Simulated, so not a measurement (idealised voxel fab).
The following is a process module called voxel ribs on slabs.
The cross-section shown here is cut; it is 140 nm wide and divided into square cells measuring 5 nm on a side.
Notation: cross-section as square-cell grid; stated in bands, top first, going down; one or more cell rows per band. This entry defines a band. It first specifies the height of the band's top and the height of its bottom in nm, and then specifies the band's materials from left to right, stating each material with its width in nm. The word "everywhere" identifies a single material that fills the band from edge to edge, while the word "air" identifies empty space. Height reference: 0 = level under which incoming wafer is all one material. Lowest band: no bottom, runs on downward, e.g. "0 -> down". Per-row width for "30->40": begins at first number (top row of band), ends at second number (bottom row), increment between rows held constant. The designation "no modifications", where it is given for a processing step, indicates that no cell of the cross-section was altered in the course of that step. Entry "Closed void inventory" = empty spaces >= 8 cells with no open way to the top; each as width x height at distance, distance from left edge, all nm. On a step's line, text after the settings is the simulator commenting on that step. The optional step-line setting "overlay nm" applies to steps with a mask and quantifies how far to the right of its planned location the mask lay, a negative value indicating leftward placement.

## Steps in the process plan
- 1: RECEIVE | material Si
- 2: DIRECTIONAL_DEP | material SiO2 | thk nm 20
- 3: DIRECTIONAL_DEP | material polySi | thk nm 25
- 4: PATTERN | tone cover | mask id RIB | material resist | width nm 30 | thk nm 15 | overlay nm 0
- 5: DIRECTIONAL_ETCH | etch materials polySi | depth nm 10
- 6: STRIP | etch materials resist
- 7: DIRECTIONAL_DEP | material aC | thk nm 15
- 8: PATTERN | tone cover | mask id SLAB | material resist | width nm 90 | thk nm 30 | overlay nm 0
- 9: DIRECTIONAL_ETCH | etch materials aC | depth nm 15
- 10: STRIP | etch materials resist
- 11: DIRECTIONAL_ETCH | etch materials polySi | depth nm 15
- 12: STRIP | etch materials aC
- 13: FILL_DEP | material SiO2 | thk nm 25
- 14: CMP | height nm 60
- 15: DIRECTIONAL_DEP | material W | thk nm 10
- 16: MASKED_ETCH | tone cover | mask id HEATER | width nm 40 | etch materials W | depth nm 10 | overlay nm 0
- 17: CONFORMAL_DEP | material SiN | thk nm 10

## as received, after step 1
> 0 -> down: Si everywhere
> Closed void inventory: none

## End-of-module cross-section. Starting structure and process plan as above; one mistake made in running it
> 80 -> 70: air: 40, SiN: 60, air: 40
> 70 -> 60: SiN: 50, W: 40, SiN: 50
> 60 -> 45: W everywhere
> 45 -> 35: W: 55, polySi: 30, W: 55
> 35 -> 20: W: 25, polySi: 90, W: 25
> 20 -> 0: SiO2 everywhere
> 0 -> down: Si everywhere
> Closed void inventory: none
What was the processing mistake? so step 13 ended up running with a different setting than we planned, it ran as FILL_DEP | material W | thk nm 25
